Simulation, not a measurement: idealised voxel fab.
The process module presented herein is designated voxel quadruple lines.
The cross-section shown here is cut; it is 280 nm wide and divided into square cells measuring 5 nm on a side.
A cross-section is written here as square cells arranged in a grid, and it is given in bands from the top down, each band taking up one or more rows of cells. The entry gives the band's vertical extent as a top height and a bottom height in nm, then its horizontal make-up as materials from left to right, each with a width in nm. "air" stands for empty space; a single material marked "everywhere" fills the band edge to edge. Beneath 0, the wafer as received is one material, and that level is where height counting begins. The lowest band goes on downward without a bottom; it is written like "0 nm and below". Width "30..40": first value at the band's top row of cells, second value at its bottom row, equal change from row to row. A step reported as "no change" is a step in which no cell of the cross-section changed. Each empty space that has no open way to the top and spans at least 8 cells appears under "Completely sealed voids" as width x height at distance, the distance counted from the left edge, all in nm. Whatever follows a step's settings on its line is a remark the simulator itself makes about that step. overlay nm: right-of-plan distance of the mask on a masked step; negative values mean left-of-plan. Read each pair as before and after one process step. The after cross-section shows only down to the lowest band that changed. The step between them and its settings are given below the pair. Pairs can come from different runs of this module on the same starting wafer. A pair continues from the pair above only where its "State before" entry says so.

State before
- 0 nm and below = Si everywhere
- Completely sealed voids: none

Section After Processing
- 10 nm to 0 nm = SiO2 everywhere
- Lower than 0, everything is as it was.
- Completely sealed voids: none
It is this step that lies between the two cross-sections above: CONFORMAL_DEP (material SiO2; thk nm 10)

State before: this step begins from the cross-section that the pair just above shows after its step.

Section After Processing
- 25 nm to 10 nm = W everywhere
- Lower than 10, everything is as it was.
- Completely sealed voids: none
It is this step that lies between the two cross-sections above: DIRECTIONAL_DEP (material W; thk nm 15)

State before: this step begins from the cross-section that the pair just above shows after its step.

Section After Processing
- 45 nm to 25 nm = polySi everywhere
- Lower than 25, everything is as it was.
- Completely sealed voids: none
It is this step that lies between the two cross-sections above: DIRECTIONAL_DEP (material polySi; thk nm 20)

State before: this step begins from the cross-section that the pair just above shows after its step.

Section After Processing
- 65 nm to 45 nm = aC everywhere
- Lower than 45, everything is as it was.
- Completely sealed voids: none
It is this step that lies between the two cross-sections above: DIRECTIONAL_DEP (material aC; thk nm 20)

State before: this step begins from the cross-section that the pair just above shows after its step.

Section After Processing
- 90 nm to 65 nm = air (125)  resist (30)  air (125)
- Lower than 65, everything is as it was.
- Completely sealed voids: none
It is this step that lies between the two cross-sections above: PATTERN (tone cover; mask id MANDREL; material resist; width nm 30; thk nm 25; overlay nm 0)

State before: this step begins from the cross-section that the pair just above shows after its step.

Section After Processing
- 70 nm to 65 nm = air (125)  resist (30)  air (125)
- 65 nm to 45 nm = air (125)  aC (30)  air (125)
- Lower than 45, everything is as it was.
- Completely sealed voids: none
It is this step that lies between the two cross-sections above: DIRECTIONAL_ETCH (etch materials aC; depth nm 20)

State before: this step begins from the cross-section that the pair just above shows after its step.

Section After Processing
- 65 nm to 45 nm = air (125)  aC (30)  air (125)
- Lower than 45, everything is as it was.
- Completely sealed voids: none
It is this step that lies between the two cross-sections above: STRIP (etch materials resist)

State before: this step begins from the cross-section that the pair just above shows after its step.

Section After Processing
- 75 nm to 65 nm = air (115)  SiO2 (50)  air (115)
- 65 nm to 55 nm = air (115)  SiO2 (10)  aC (30)  SiO2 (10)  air (115)
- 55 nm to 45 nm = SiO2 (125)  aC (30)  SiO2 (125)
- Lower than 45, everything is as it was.
- Completely sealed voids: none
It is this step that lies between the two cross-sections above: CONFORMAL_DEP (material SiO2; thk nm 10)

State before: this step begins from the cross-section that the pair just above shows after its step.

Section After Processing
- 65 nm to 45 nm = air (115)  SiO2 (10)  aC (30)  SiO2 (10)  air (115)
- Lower than 45, everything is as it was.
- Completely sealed voids: none
It is this step that lies between the two cross-sections above: DIRECTIONAL_ETCH (etch materials SiO2; depth nm 10)

State before: this step begins from the cross-section that the pair just above shows after its step.

Section After Processing
- 65 nm to 45 nm = air (115)  SiO2 (10)  air (30)  SiO2 (10)  air (115)
- Lower than 45, everything is as it was.
- Completely sealed voids: none
It is this step that lies between the two cross-sections above: STRIP (etch materials aC)

State before: this step begins from the cross-section that the pair just above shows after its step.

Section After Processing
- 65 nm to 45 nm = air (115)  SiO2 (10)  air (30)  SiO2 (10)  air (115)
- 45 nm to 25 nm = air (115)  polySi (10)  air (30)  polySi (10)  air (115)
- Lower than 25, everything is as it was.
- Completely sealed voids: none
It is this step that lies between the two cross-sections above: DIRECTIONAL_ETCH (etch materials polySi; depth nm 20)

State before: this step begins from the cross-section that the pair just above shows after its step.

Section After Processing
- 45 nm to 25 nm = air (115)  polySi (10)  air (30)  polySi (10)  air (115)
- Lower than 25, everything is as it was.
- Completely sealed voids: none
It is this step that lies between the two cross-sections above: STRIP (etch materials SiO2)

State before: this step begins from the cross-section that the pair just above shows after its step.

Section After Processing
- 55 nm to 45 nm = air (105)  SiN (30)  air (10)  SiN (30)  air (105)
- 45 nm to 35 nm = air (105)  SiN (10)  polySi (10)  SiN (10)  air (10)  SiN (10)  polySi (10)  SiN (10)  air (105)
- 35 nm to 25 nm = SiN (115)  polySi (10)  SiN (30)  polySi (10)  SiN (115)
- Lower than 25, everything is as it was.
- Completely sealed voids: none
It is this step that lies between the two cross-sections above: CONFORMAL_DEP (material SiN; thk nm 10)

State before: this step begins from the cross-section that the pair just above shows after its step.

Section After Processing
- 45 nm to 25 nm = air (105)  SiN (10)  polySi (10)  SiN (10)  air (10)  SiN (10)  polySi (10)  SiN (10)  air (105)
- Lower than 25, everything is as it was.
- Completely sealed voids: none
It is this step that lies between the two cross-sections above: DIRECTIONAL_ETCH (etch materials SiN; depth nm 10)

State before: this step begins from the cross-section that the pair just above shows after its step.

Section After Processing
- 45 nm to 25 nm = air (105)  SiN (10)  air (10)  SiN (10)  air (10)  SiN (10)  air (10)  SiN (10)  air (105)
- Lower than 25, everything is as it was.
- Completely sealed voids: none
It is this step that lies between the two cross-sections above: STRIP (etch materials polySi)

State before: this step begins from the cross-section that the pair just above shows after its step.

Section After Processing
- 45 nm to 25 nm = air (105)  SiN (10)  air (10)  SiN (10)  air (10)  SiN (10)  air (10)  SiN (10)  air (105)
- 25 nm to 10 nm = air (105)  W (10)  air (10)  W (10)  air (10)  W (10)  air (10)  W (10)  air (105)
- Lower than 10, everything is as it was.
- Completely sealed voids: none
It is this step that lies between the two cross-sections above: DIRECTIONAL_ETCH (etch materials W; depth nm 15)

State before: this step begins from the cross-section that the pair just above shows after its step.

Section After Processing
- 25 nm to 10 nm = air (105)  W (10)  air (10)  W (10)  air (10)  W (10)  air (10)  W (10)  air (105)
- Lower than 10, everything is as it was.
- Completely sealed voids: none
It is this step that lies between the two cross-sections above: STRIP (etch materials SiN)

State before
- 0 nm and below = Si everywhere
- Completely sealed voids: none

Section After Processing
- 15 nm to 0 nm = W everywhere
- Lower than 0, everything is as it was.
- Completely sealed voids: none
It is this step that lies between the two cross-sections above: DIRECTIONAL_DEP (material W; thk nm 15)

State before: this step begins from the cross-section that the pair just above shows after its step.

Section After Processing
- 35 nm to 15 nm = polySi everywhere
- Lower than 15, everything is as it was.
- Completely sealed voids: none
It is this step that lies between the two cross-sections above: DIRECTIONAL_DEP (material polySi; thk nm 20)

State before: this step begins from the cross-section that the pair just above shows after its step.

Section After Processing
- 55 nm to 35 nm = aC everywhere
- Lower than 35, everything is as it was.
- Completely sealed voids: none
It is this step that lies between the two cross-sections above: DIRECTIONAL_DEP (material aC; thk nm 20)

State before: this step begins from the cross-section that the pair just above shows after its step.

Section After Processing
- 80 nm to 55 nm = air (125)  resist (30)  air (125)
- Lower than 55, everything is as it was.
- Completely sealed voids: none
It is this step that lies between the two cross-sections above: PATTERN (tone cover; mask id MANDREL; material resist; width nm 30; thk nm 25; overlay nm 0)

State before: this step begins from the cross-section that the pair just above shows after its step.

Section After Processing
- 60 nm to 55 nm = air (125)  resist (30)  air (125)
- 55 nm to 35 nm = air (125)  aC (30)  air (125)
- Lower than 35, everything is as it was.
- Completely sealed voids: none
It is this step that lies between the two cross-sections above: DIRECTIONAL_ETCH (etch materials aC; depth nm 20)

State before: this step begins from the cross-section that the pair just above shows after its step.

Section After Processing
- 55 nm to 35 nm = air (125)  aC (30)  air (125)
- Lower than 35, everything is as it was.
- Completely sealed voids: none
It is this step that lies between the two cross-sections above: STRIP (etch materials resist)

State before: this step begins from the cross-section that the pair just above shows after its step.

Section After Processing
- 65 nm to 55 nm = air (115)  SiO2 (50)  air (115)
- 55 nm to 45 nm = air (115)  SiO2 (10)  aC (30)  SiO2 (10)  air (115)
- 45 nm to 35 nm = SiO2 (125)  aC (30)  SiO2 (125)
- Lower than 35, everything is as it was.
- Completely sealed voids: none
It is this step that lies between the two cross-sections above: CONFORMAL_DEP (material SiO2; thk nm 10)

State before: this step begins from the cross-section that the pair just above shows after its step.

Section After Processing
- 55 nm to 35 nm = air (115)  SiO2 (10)  aC (30)  SiO2 (10)  air (115)
- Lower than 35, everything is as it was.
- Completely sealed voids: none
It is this step that lies between the two cross-sections above: DIRECTIONAL_ETCH (etch materials SiO2; depth nm 10)

State before: this step begins from the cross-section that the pair just above shows after its step.

Section After Processing
- 55 nm to 35 nm = air (115)  SiO2 (10)  air (30)  SiO2 (10)  air (115)
- Lower than 35, everything is as it was.
- Completely sealed voids: none
It is this step that lies between the two cross-sections above: STRIP (etch materials aC)

State before: this step begins from the cross-section that the pair just above shows after its step.

Section After Processing
- 55 nm to 35 nm = air (115)  SiO2 (10)  air (30)  SiO2 (10)  air (115)
- 35 nm to 15 nm = air (115)  polySi (10)  air (30)  polySi (10)  air (115)
- Lower than 15, everything is as it was.
- Completely sealed voids: none
It is this step that lies between the two cross-sections above: DIRECTIONAL_ETCH (etch materials polySi; depth nm 20)

State before: this step begins from the cross-section that the pair just above shows after its step.

Section After Processing
- 35 nm to 15 nm = air (115)  polySi (10)  air (30)  polySi (10)  air (115)
- Lower than 15, everything is as it was.
- Completely sealed voids: none
It is this step that lies between the two cross-sections above: STRIP (etch materials SiO2)

State before: this step begins from the cross-section that the pair just above shows after its step.

Section After Processing
- 45 nm to 35 nm = air (105)  SiN (30)  air (10)  SiN (30)  air (105)
- 35 nm to 25 nm = air (105)  SiN (10)  polySi (10)  SiN (10)  air (10)  SiN (10)  polySi (10)  SiN (10)  air (105)
- 25 nm to 15 nm = SiN (115)  polySi (10)  SiN (30)  polySi (10)  SiN (115)
- Lower than 15, everything is as it was.
- Completely sealed voids: none
It is this step that lies between the two cross-sections above: CONFORMAL_DEP (material SiN; thk nm 10)

State before: this step begins from the cross-section that the pair just above shows after its step.

Section After Processing
- 35 nm to 15 nm = air (105)  SiN (10)  polySi (10)  SiN (10)  air (10)  SiN (10)  polySi (10)  SiN (10)  air (105)
- Lower than 15, everything is as it was.
- Completely sealed voids: none
It is this step that lies between the two cross-sections above: DIRECTIONAL_ETCH (etch materials SiN; depth nm 10)

State before: this step begins from the cross-section that the pair just above shows after its step.

Section After Processing
- 35 nm to 15 nm = air (105)  SiN (10)  air (10)  SiN (10)  air (10)  SiN (10)  air (10)  SiN (10)  air (105)
- Lower than 15, everything is as it was.
- Completely sealed voids: none
It is this step that lies between the two cross-sections above: STRIP (etch materials polySi)

State before: this step begins from the cross-section that the pair just above shows after its step.

Section After Processing
- 35 nm to 15 nm = air (105)  SiN (10)  air (10)  SiN (10)  air (10)  SiN (10)  air (10)  SiN (10)  air (105)
- 15 nm to 0 nm = air (105)  W (10)  air (10)  W (10)  air (10)  W (10)  air (10)  W (10)  air (105)
- Lower than 0, everything is as it was.
- Completely sealed voids: none
It is this step that lies between the two cross-sections above: DIRECTIONAL_ETCH (etch materials W; depth nm 15)

State before: this step begins from the cross-section that the pair just above shows after its step.

Section After Processing
- 15 nm to 0 nm = air (105)  W (10)  air (10)  W (10)  air (10)  W (10)  air (10)  W (10)  air (105)
- Lower than 0, everything is as it was.
- Completely sealed voids: none
It is this step that lies between the two cross-sections above: STRIP (etch materials SiN)

State before
- 25 nm to 10 nm = W everywhere
- 10 nm to 0 nm = SiO2 everywhere
- 0 nm and below = Si everywhere
- Completely sealed voids: none

Section After Processing
- 40 nm to 10 nm = W everywhere
- Lower than 10, everything is as it was.
- Completely sealed voids: none
It is this step that lies between the two cross-sections above: DIRECTIONAL_DEP (material W; thk nm 15)

State before: this step begins from the cross-section that the pair just above shows after its step.

Section After Processing
- 60 nm to 40 nm = polySi everywhere
- Lower than 40, everything is as it was.
- Completely sealed voids: none
It is this step that lies between the two cross-sections above: DIRECTIONAL_DEP (material polySi; thk nm 20)

State before: this step begins from the cross-section that the pair just above shows after its step.

Section After Processing
- 80 nm to 60 nm = aC everywhere
- Lower than 60, everything is as it was.
- Completely sealed voids: none
It is this step that lies between the two cross-sections above: DIRECTIONAL_DEP (material aC; thk nm 20)

State before: this step begins from the cross-section that the pair just above shows after its step.

Section After Processing
- 105 nm to 80 nm = air (125)  resist (30)  air (125)
- Lower than 80, everything is as it was.
- Completely sealed voids: none
It is this step that lies between the two cross-sections above: PATTERN (tone cover; mask id MANDREL; material resist; width nm 30; thk nm 25; overlay nm 0)

State before: this step begins from the cross-section that the pair just above shows after its step.

Section After Processing
- 85 nm to 80 nm = air (125)  resist (30)  air (125)
- 80 nm to 60 nm = air (125)  aC (30)  air (125)
- Lower than 60, everything is as it was.
- Completely sealed voids: none
It is this step that lies between the two cross-sections above: DIRECTIONAL_ETCH (etch materials aC; depth nm 20)

State before: this step begins from the cross-section that the pair just above shows after its step.

Section After Processing
- 80 nm to 60 nm = air (125)  aC (30)  air (125)
- Lower than 60, everything is as it was.
- Completely sealed voids: none
It is this step that lies between the two cross-sections above: STRIP (etch materials resist)

State before: this step begins from the cross-section that the pair just above shows after its step.

Section After Processing
- 90 nm to 80 nm = air (115)  SiO2 (50)  air (115)
- 80 nm to 70 nm = air (115)  SiO2 (10)  aC (30)  SiO2 (10)  air (115)
- 70 nm to 60 nm = SiO2 (125)  aC (30)  SiO2 (125)
- Lower than 60, everything is as it was.
- Completely sealed voids: none
It is this step that lies between the two cross-sections above: CONFORMAL_DEP (material SiO2; thk nm 10)

State before: this step begins from the cross-section that the pair just above shows after its step.

Section After Processing
- 80 nm to 60 nm = air (115)  SiO2 (10)  aC (30)  SiO2 (10)  air (115)
- Lower than 60, everything is as it was.
- Completely sealed voids: none
It is this step that lies between the two cross-sections above: DIRECTIONAL_ETCH (etch materials SiO2; depth nm 10)

State before: this step begins from the cross-section that the pair just above shows after its step.

Section After Processing
- 80 nm to 60 nm = air (115)  SiO2 (10)  air (30)  SiO2 (10)  air (115)
- Lower than 60, everything is as it was.
- Completely sealed voids: none
It is this step that lies between the two cross-sections above: STRIP (etch materials aC)

State before: this step begins from the cross-section that the pair just above shows after its step.

Section After Processing
- 80 nm to 60 nm = air (115)  SiO2 (10)  air (30)  SiO2 (10)  air (115)
- 60 nm to 40 nm = air (115)  polySi (10)  air (30)  polySi (10)  air (115)
- Lower than 40, everything is as it was.
- Completely sealed voids: none
It is this step that lies between the two cross-sections above: DIRECTIONAL_ETCH (etch materials polySi; depth nm 20)

State before: this step begins from the cross-section that the pair just above shows after its step.

Section After Processing
- 60 nm to 40 nm = air (115)  polySi (10)  air (30)  polySi (10)  air (115)
- Lower than 40, everything is as it was.
- Completely sealed voids: none
It is this step that lies between the two cross-sections above: STRIP (etch materials SiO2)

State before: this step begins from the cross-section that the pair just above shows after its step.

Section After Processing
- 70 nm to 60 nm = air (105)  SiN (30)  air (10)  SiN (30)  air (105)
- 60 nm to 50 nm = air (105)  SiN (10)  polySi (10)  SiN (10)  air (10)  SiN (10)  polySi (10)  SiN (10)  air (105)
- 50 nm to 40 nm = SiN (115)  polySi (10)  SiN (30)  polySi (10)  SiN (115)
- Lower than 40, everything is as it was.
- Completely sealed voids: none
It is this step that lies between the two cross-sections above: CONFORMAL_DEP (material SiN; thk nm 10)

State before: this step begins from the cross-section that the pair just above shows after its step.

Section After Processing
- 60 nm to 40 nm = air (105)  SiN (10)  polySi (10)  SiN (10)  air (10)  SiN (10)  polySi (10)  SiN (10)  air (105)
- Lower than 40, everything is as it was.
- Completely sealed voids: none
It is this step that lies between the two cross-sections above: DIRECTIONAL_ETCH (etch materials SiN; depth nm 10)

State before: this step begins from the cross-section that the pair just above shows after its step.

Section After Processing
- 60 nm to 40 nm = air (105)  SiN (10)  air (10)  SiN (10)  air (10)  SiN (10)  air (10)  SiN (10)  air (105)
- Lower than 40, everything is as it was.
- Completely sealed voids: none
It is this step that lies between the two cross-sections above: STRIP (etch materials polySi)

State before: this step begins from the cross-section that the pair just above shows after its step.

Section After Processing
- 60 nm to 40 nm = air (105)  SiN (10)  air (10)  SiN (10)  air (10)  SiN (10)  air (10)  SiN (10)  air (105)
- 40 nm to 25 nm = air (105)  W (10)  air (10)  W (10)  air (10)  W (10)  air (10)  W (10)  air (105)
- Lower than 25, everything is as it was.
- Completely sealed voids: none
It is this step that lies between the two cross-sections above: DIRECTIONAL_ETCH (etch materials W; depth nm 15)

State before: this step begins from the cross-section that the pair just above shows after its step.

Section After Processing
- 40 nm to 25 nm = air (105)  W (10)  air (10)  W (10)  air (10)  W (10)  air (10)  W (10)  air (105)
- Lower than 25, everything is as it was.
- Completely sealed voids: none
It is this step that lies between the two cross-sections above: STRIP (etch materials SiN)

State before
- 10 nm to 0 nm = SiO2 everywhere
- 0 nm and below = Si everywhere
- Completely sealed voids: none

Section After Processing
- 30 nm to 10 nm = polySi everywhere
- Lower than 10, everything is as it was.
- Completely sealed voids: none
It is this step that lies between the two cross-sections above: DIRECTIONAL_DEP (material polySi; thk nm 20)

State before: this step begins from the cross-section that the pair just above shows after its step.

Section After Processing
- 45 nm to 30 nm = W everywhere
- Lower than 30, everything is as it was.
- Completely sealed voids: none
It is this step that lies between the two cross-sections above: DIRECTIONAL_DEP (material W; thk nm 15)

State before: this step begins from the cross-section that the pair just above shows after its step.

Section After Processing
- 65 nm to 45 nm = aC everywhere
- Lower than 45, everything is as it was.
- Completely sealed voids: none
It is this step that lies between the two cross-sections above: DIRECTIONAL_DEP (material aC; thk nm 20)

State before: this step begins from the cross-section that the pair just above shows after its step.

Section After Processing
- 90 nm to 65 nm = air (125)  resist (30)  air (125)
- Lower than 65, everything is as it was.
- Completely sealed voids: none
It is this step that lies between the two cross-sections above: PATTERN (tone cover; mask id MANDREL; material resist; width nm 30; thk nm 25; overlay nm 0)

State before: this step begins from the cross-section that the pair just above shows after its step.

Section After Processing
- 70 nm to 65 nm = air (125)  resist (30)  air (125)
- 65 nm to 45 nm = air (125)  aC (30)  air (125)
- Lower than 45, everything is as it was.
- Completely sealed voids: none
It is this step that lies between the two cross-sections above: DIRECTIONAL_ETCH (etch materials aC; depth nm 20)

State before: this step begins from the cross-section that the pair just above shows after its step.

Section After Processing
- 65 nm to 45 nm = air (125)  aC (30)  air (125)
- Lower than 45, everything is as it was.
- Completely sealed voids: none
It is this step that lies between the two cross-sections above: STRIP (etch materials resist)

State before: this step begins from the cross-section that the pair just above shows after its step.

Section After Processing
- 75 nm to 65 nm = air (115)  SiO2 (50)  air (115)
- 65 nm to 55 nm = air (115)  SiO2 (10)  aC (30)  SiO2 (10)  air (115)
- 55 nm to 45 nm = SiO2 (125)  aC (30)  SiO2 (125)
- Lower than 45, everything is as it was.
- Completely sealed voids: none
It is this step that lies between the two cross-sections above: CONFORMAL_DEP (material SiO2; thk nm 10)

State before: this step begins from the cross-section that the pair just above shows after its step.

Section After Processing
- 65 nm to 45 nm = air (115)  SiO2 (10)  aC (30)  SiO2 (10)  air (115)
- Lower than 45, everything is as it was.
- Completely sealed voids: none
It is this step that lies between the two cross-sections above: DIRECTIONAL_ETCH (etch materials SiO2; depth nm 10)

State before: this step begins from the cross-section that the pair just above shows after its step.

Section After Processing
- 65 nm to 45 nm = air (115)  SiO2 (10)  air (30)  SiO2 (10)  air (115)
- Lower than 45, everything is as it was.
- Completely sealed voids: none
It is this step that lies between the two cross-sections above: STRIP (etch materials aC)

State before: this step begins from the cross-section that the pair just above shows after its step.

Section After Processing
- 45 nm to 30 nm = W everywhere
- Lower than 30, everything is as it was.
- Completely sealed voids: none
It is this step that lies between the two cross-sections above: STRIP (etch materials SiO2)

State before: this step begins from the cross-section that the pair just above shows after its step.

Section After Processing
- 55 nm to 45 nm = SiN everywhere
- Lower than 45, everything is as it was.
- Completely sealed voids: none
It is this step that lies between the two cross-sections above: CONFORMAL_DEP (material SiN; thk nm 10)

State before: this step begins from the cross-section that the pair just above shows after its step.

Section After Processing
- 45 nm to 30 nm = W everywhere
- Lower than 30, everything is as it was.
- Completely sealed voids: none
It is this step that lies between the two cross-sections above: DIRECTIONAL_ETCH (etch materials SiN; depth nm 10)

State before: this step begins from the cross-section that the pair just above shows after its step.

Section After Processing
- 30 nm to 10 nm = polySi everywhere
- Lower than 10, everything is as it was.
- Completely sealed voids: none
It is this step that lies between the two cross-sections above: DIRECTIONAL_ETCH (etch materials W; depth nm 15)

State before
- 45 nm to 25 nm = air (115)  polySi (10)  air (30)  polySi (10)  air (115)
- 25 nm to 10 nm = W everywhere
- 10 nm to 0 nm = SiO2 everywhere
- 0 nm and below = Si everywhere
- Completely sealed voids: none

Section After Processing
- 50 nm to 45 nm = air (110)  SiN (20)  air (20)  SiN (20)  air (110)
- 45 nm to 30 nm = air (110)  SiN (5)  polySi (10)  SiN (5)  air (20)  SiN (5)  polySi (10)  SiN (5)  air (110)
- 30 nm to 25 nm = SiN (115)  polySi (10)  SiN (30)  polySi (10)  SiN (115)
- Lower than 25, everything is as it was.
- Completely sealed voids: none
It is this step that lies between the two cross-sections above: CONFORMAL_DEP (material SiN; thk nm 5)

State before: this step begins from the cross-section that the pair just above shows after its step.

Section After Processing
- 45 nm to 40 nm = air (115)  polySi (10)  air (30)  polySi (10)  air (115)
- 40 nm to 25 nm = air (110)  SiN (5)  polySi (10)  SiN (5)  air (20)  SiN (5)  polySi (10)  SiN (5)  air (110)
- Lower than 25, everything is as it was.
- Completely sealed voids: none
It is this step that lies between the two cross-sections above: DIRECTIONAL_ETCH (etch materials SiN; depth nm 10)

State before: this step begins from the cross-section that the pair just above shows after its step.

Section After Processing
- 40 nm to 25 nm = air (110)  SiN (5)  air (10)  SiN (5)  air (20)  SiN (5)  air (10)  SiN (5)  air (110)
- Lower than 25, everything is as it was.
- Completely sealed voids: none
It is this step that lies between the two cross-sections above: STRIP (etch materials polySi)

State before: this step begins from the cross-section that the pair just above shows after its step.

Section After Processing
- 40 nm to 25 nm = air (110)  SiN (5)  air (10)  SiN (5)  air (20)  SiN (5)  air (10)  SiN (5)  air (110)
- 25 nm to 10 nm = air (110)  W (5)  air (10)  W (5)  air (20)  W (5)  air (10)  W (5)  air (110)
- Lower than 10, everything is as it was.
- Completely sealed voids: none
It is this step that lies between the two cross-sections above: DIRECTIONAL_ETCH (etch materials W; depth nm 15)

State before: this step begins from the cross-section that the pair just above shows after its step.

Section After Processing
- 25 nm to 10 nm = air (110)  W (5)  air (10)  W (5)  air (20)  W (5)  air (10)  W (5)  air (110)
- Lower than 10, everything is as it was.
- Completely sealed voids: none
It is this step that lies between the two cross-sections above: STRIP (etch materials SiN)

State before
- 65 nm to 45 nm = aC everywhere
- 45 nm to 25 nm = polySi everywhere
- 25 nm to 10 nm = W everywhere
- 10 nm to 0 nm = SiO2 everywhere
- 0 nm and below = Si everywhere
- Completely sealed voids: none

Section After Processing
- 90 nm to 65 nm = air (125)  resist (35)  air (120)
- Lower than 65, everything is as it was.
- Completely sealed voids: none
It is this step that lies between the two cross-sections above: PATTERN (tone cover; mask id MANDREL; material resist; width nm 35; thk nm 25; overlay nm 0)

State before: this step begins from the cross-section that the pair just above shows after its step.

Section After Processing
- 70 nm to 65 nm = air (125)  resist (35)  air (120)
- 65 nm to 45 nm = air (125)  aC (35)  air (120)
- Lower than 45, everything is as it was.
- Completely sealed voids: none
It is this step that lies between the two cross-sections above: DIRECTIONAL_ETCH (etch materials aC; depth nm 20)

State before: this step begins from the cross-section that the pair just above shows after its step.

Section After Processing
- 65 nm to 45 nm = air (125)  aC (35)  air (120)
- Lower than 45, everything is as it was.
- Completely sealed voids: none
It is this step that lies between the two cross-sections above: STRIP (etch materials resist)

State before: this step begins from the cross-section that the pair just above shows after its step.

Section After Processing
- 75 nm to 65 nm = air (115)  SiO2 (55)  air (110)
- 65 nm to 55 nm = air (115)  SiO2 (10)  aC (35)  SiO2 (10)  air (110)
- 55 nm to 45 nm = SiO2 (125)  aC (35)  SiO2 (120)
- Lower than 45, everything is as it was.
- Completely sealed voids: none
It is this step that lies between the two cross-sections above: CONFORMAL_DEP (material SiO2; thk nm 10)

State before: this step begins from the cross-section that the pair just above shows after its step.

Section After Processing
- 65 nm to 45 nm = air (115)  SiO2 (10)  aC (35)  SiO2 (10)  air (110)
- Lower than 45, everything is as it was.
- Completely sealed voids: none
It is this step that lies between the two cross-sections above: DIRECTIONAL_ETCH (etch materials SiO2; depth nm 10)

State before: this step begins from the cross-section that the pair just above shows after its step.

Section After Processing
- 65 nm to 45 nm = air (115)  SiO2 (10)  air (35)  SiO2 (10)  air (110)
- Lower than 45, everything is as it was.
- Completely sealed voids: none
It is this step that lies between the two cross-sections above: STRIP (etch materials aC)

State before: this step begins from the cross-section that the pair just above shows after its step.

Section After Processing
- 65 nm to 45 nm = air (115)  SiO2 (10)  air (35)  SiO2 (10)  air (110)
- 45 nm to 25 nm = air (115)  polySi (10)  air (35)  polySi (10)  air (110)
- Lower than 25, everything is as it was.
- Completely sealed voids: none
It is this step that lies between the two cross-sections above: DIRECTIONAL_ETCH (etch materials polySi; depth nm 20)

State before: this step begins from the cross-section that the pair just above shows after its step.

Section After Processing
- 45 nm to 25 nm = air (115)  polySi (10)  air (35)  polySi (10)  air (110)
- Lower than 25, everything is as it was.
- Completely sealed voids: none
It is this step that lies between the two cross-sections above: STRIP (etch materials SiO2)

State before: this step begins from the cross-section that the pair just above shows after its step.

Section After Processing
- 55 nm to 45 nm = air (105)  SiN (30)  air (15)  SiN (30)  air (100)
- 45 nm to 35 nm = air (105)  SiN (10)  polySi (10)  SiN (10)  air (15)  SiN (10)  polySi (10)  SiN (10)  air (100)
- 35 nm to 25 nm = SiN (115)  polySi (10)  SiN (35)  polySi (10)  SiN (110)
- Lower than 25, everything is as it was.
- Completely sealed voids: none
It is this step that lies between the two cross-sections above: CONFORMAL_DEP (material SiN; thk nm 10)

State before: this step begins from the cross-section that the pair just above shows after its step.

Section After Processing
- 45 nm to 25 nm = air (105)  SiN (10)  polySi (10)  SiN (10)  air (15)  SiN (10)  polySi (10)  SiN (10)  air (100)
- Lower than 25, everything is as it was.
- Completely sealed voids: none
It is this step that lies between the two cross-sections above: DIRECTIONAL_ETCH (etch materials SiN; depth nm 10)

State before: this step begins from the cross-section that the pair just above shows after its step.

Section After Processing
- 45 nm to 25 nm = air (105)  SiN (10)  air (10)  SiN (10)  air (15)  SiN (10)  air (10)  SiN (10)  air (100)
- Lower than 25, everything is as it was.
- Completely sealed voids: none
It is this step that lies between the two cross-sections above: STRIP (etch materials polySi)

State before: this step begins from the cross-section that the pair just above shows after its step.

Section After Processing
- 45 nm to 25 nm = air (105)  SiN (10)  air (10)  SiN (10)  air (15)  SiN (10)  air (10)  SiN (10)  air (100)
- 25 nm to 10 nm = air (105)  W (10)  air (10)  W (10)  air (15)  W (10)  air (10)  W (10)  air (100)
- Lower than 10, everything is as it was.
- Completely sealed voids: none
It is this step that lies between the two cross-sections above: DIRECTIONAL_ETCH (etch materials W; depth nm 15)

State before: this step begins from the cross-section that the pair just above shows after its step.

Section After Processing
- 25 nm to 10 nm = air (105)  W (10)  air (10)  W (10)  air (15)  W (10)  air (10)  W (10)  air (100)
- Lower than 10, everything is as it was.
- Completely sealed voids: none
It is this step that lies between the two cross-sections above: STRIP (etch materials SiN)

State before
- 65 nm to 45 nm = aC everywhere
- 45 nm to 25 nm = polySi everywhere
- 25 nm to 10 nm = W everywhere
- 10 nm to 0 nm = SiO2 everywhere
- 0 nm and below = Si everywhere
- Completely sealed voids: none

Section After Processing
- 90 nm to 65 nm = air (135)  resist (30)  air (115)
- Lower than 65, everything is as it was.
- Completely sealed voids: none
It is this step that lies between the two cross-sections above: PATTERN (tone cover; mask id MANDREL; material resist; width nm 30; thk nm 25; overlay nm 10)

State before: this step begins from the cross-section that the pair just above shows after its step.

Section After Processing
- 70 nm to 65 nm = air (135)  resist (30)  air (115)
- 65 nm to 45 nm = air (135)  aC (30)  air (115)
- Lower than 45, everything is as it was.
- Completely sealed voids: none
It is this step that lies between the two cross-sections above: DIRECTIONAL_ETCH (etch materials aC; depth nm 20)

State before: this step begins from the cross-section that the pair just above shows after its step.

Section After Processing
- 65 nm to 45 nm = air (135)  aC (30)  air (115)
- Lower than 45, everything is as it was.
- Completely sealed voids: none
It is this step that lies between the two cross-sections above: STRIP (etch materials resist)

State before: this step begins from the cross-section that the pair just above shows after its step.

Section After Processing
- 75 nm to 65 nm = air (125)  SiO2 (50)  air (105)
- 65 nm to 55 nm = air (125)  SiO2 (10)  aC (30)  SiO2 (10)  air (105)
- 55 nm to 45 nm = SiO2 (135)  aC (30)  SiO2 (115)
- Lower than 45, everything is as it was.
- Completely sealed voids: none
It is this step that lies between the two cross-sections above: CONFORMAL_DEP (material SiO2; thk nm 10)

State before: this step begins from the cross-section that the pair just above shows after its step.

Section After Processing
- 65 nm to 45 nm = air (125)  SiO2 (10)  aC (30)  SiO2 (10)  air (105)
- Lower than 45, everything is as it was.
- Completely sealed voids: none
It is this step that lies between the two cross-sections above: DIRECTIONAL_ETCH (etch materials SiO2; depth nm 10)

State before: this step begins from the cross-section that the pair just above shows after its step.

Section After Processing
- 65 nm to 45 nm = air (125)  SiO2 (10)  air (30)  SiO2 (10)  air (105)
- Lower than 45, everything is as it was.
- Completely sealed voids: none
It is this step that lies between the two cross-sections above: STRIP (etch materials aC)

State before: this step begins from the cross-section that the pair just above shows after its step.

Section After Processing
- 65 nm to 45 nm = air (125)  SiO2 (10)  air (30)  SiO2 (10)  air (105)
- 45 nm to 25 nm = air (125)  polySi (10)  air (30)  polySi (10)  air (105)
- Lower than 25, everything is as it was.
- Completely sealed voids: none
It is this step that lies between the two cross-sections above: DIRECTIONAL_ETCH (etch materials polySi; depth nm 20)
